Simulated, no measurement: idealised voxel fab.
Process module under the name voxel released beams
280 nm wide, 5 nm square cells: that's cross-section cut.
This document writes a cross-section as a grid whose cells are square, and gives it as bands, listed from the top down; one or more rows of cells form a band.
Band: top height; bottom height; in nm. Then, left to right: material with width in nm, for each material. "throughout": a single material spanning edge to edge. "empty": empty space.
Note: height 0 marks the level under which the wafer is uniformly one material as received. Lowest band unbounded below, written "0 -> down".
Quick explanation for "30..40": the width changes in equal steps down the rows of cells, from the first number in the band's top row to the second number in its bottom row.
A step reported as "no modifications" is a step in which no cell of the cross-section changed.
The entry "Closed-off voids" lists the empty spaces that cover at least 8 cells and have no open path to the top. Each is written as width x height at distance, where the distance is measured from the left edge and all three values are in nm.
What comes after the settings on a step's line is commentary from the simulator itself on that step.
The "overlay nm" setting may appear on a step's line; for a step that uses a mask, it gives how far to the right of its planned position the mask lay, and a negative value indicates the left.

### Steps in the process plan
1) RECEIVE with material Si
2) CONFORMAL_DEP with material Al2O3, thk nm 5
3) DIRECTIONAL_DEP with material SiO2, thk nm 10
4) DIRECTIONAL_DEP with material aC, thk nm 10
5) PATTERN with tone open, mask id ANCHOR, material resist, width nm 40, thk nm 25, overlay nm 0
6) DIRECTIONAL_ETCH with etch materials aC, depth nm 10
7) STRIP with etch materials resist
8) DIRECTIONAL_ETCH with etch materials SiO2, depth nm 10
9) STRIP with etch materials aC
10) CONFORMAL_DEP with material SiN, thk nm 15
11) MASKED_ETCH with tone cover, mask id BEAM, width nm 85, etch materials SiN, depth nm 5, overlay nm 0
12) STRIP with etch materials SiO2
Across this set of wafers, the varied parameter is the depth nm of step 11. Starting conditions are identical for every wafer, and the plan reports the value assigned to the first wafer.

### The first of several wafers, as received after step 1, seen in section
	0 -> down = Si throughout
	Closed-off voids: none

### Gained (+) or lost (-) cells of each material since receipt, then closed voids: one row per wafer, at the end of the module
depth nm 5; +56 Al2O3; +141 SiN; +96 SiO2; Closed-off voids: none
depth nm 10; +56 Al2O3; +102 SiN; +96 SiO2; Closed-off voids: none
depth nm 15; +56 Al2O3; +63 SiN; Closed-off voids: none
depth nm 20; +56 Al2O3; +63 SiN; Closed-off voids: none
depth nm 25; +56 Al2O3; +63 SiN; Closed-off voids: none
depth nm 30; +56 Al2O3; +63 SiN; Closed-off voids: none
